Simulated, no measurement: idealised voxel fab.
Process module, titled voxel released beams
cross-section cut | 285 nm wide | cells 5 nm
When this document writes out a cross-section, it uses a grid of square cells and lists it as bands, beginning at the top and moving down, with a band standing for one or more rows of cells. The band entry comprises the height of the band's top followed by the height of its bottom, expressed in nm, and subsequently the band's materials from left to right, each stated together with its width in nm. Where a single material is marked with the word "all across", that material fills the band from edge to edge. The word "empty" represents empty space. The level at which height equals 0 is the one under which the wafer, as it arrives, is entirely one material. No lower edge exists for the bottom band, which continues downward and is notated as in "0..down". Quick explanation for "30->40": the width changes in equal steps down the rows of cells, from the first number in the band's top row to the second number in its bottom row. Where a step carries "no alterations made", the cross-section came out of it unchanged, cell for cell. "Sealed void listing" contains a list of empty spaces, each no smaller than 8 cells and without an open way to the top, written in the form width x height at distance with the distance from the left edge and all three in nm. That trailing text on a step's line, after the settings, is the simulator's own remark on the step. overlay nm: step with mask; distance mask lay right of planned place; negative value = left of planned place.

# These are the steps we planned for the process
| 1 | RECEIVE | material Si |
| 2 | CONFORMAL_DEP | material SiN | thk nm 5 |
| 3 | DIRECTIONAL_DEP | material SiO2 | thk nm 15 |
| 4 | PATTERN | tone open | mask id ANCHOR | material resist | width nm 35 | thk nm 20 | overlay nm 0 |
| 5 | DIRECTIONAL_ETCH | etch materials SiO2 | depth nm 15 |
| 6 | STRIP | etch materials resist |
| 7 | CONFORMAL_DEP | material polySi | thk nm 15 |
| 8 | DIRECTIONAL_DEP | material aC | thk nm 15 |
| 9 | PATTERN | tone cover | mask id BEAM | material resist | width nm 100 | thk nm 30 | overlay nm 0 |
| 10 | DIRECTIONAL_ETCH | etch materials aC | depth nm 15 |
| 11 | STRIP | etch materials resist |
| 12 | DIRECTIONAL_ETCH | etch materials polySi | depth nm 15 |
| 13 | STRIP | etch materials aC |
| 14 | STRIP | etch materials SiO2 |

# Cross-section: wafer on arrival = after step 1
- 0..down | Si all across
- Sealed void listing: none

# The cross-section shown corresponds to the wafer at the conclusion of the module. The initial structure and the process plan are those presented above; however, one mistake occurred in executing the plan
- 35..20 | 95 nm empty  15 nm polySi  5 nm empty  70 nm polySi  100 nm empty
- 20..5 | 95 nm empty  35 nm polySi  155 nm empty
- 5..0 | SiN all across
- 0..down | Si all across
- Sealed void listing: none
Which mistake was made when the wafer was run? heads up, step 9 didn't go per plan, it actually ran as PATTERN | tone cover | mask id BEAM | material resist | width nm 90 | thk nm 30 | overlay nm 0
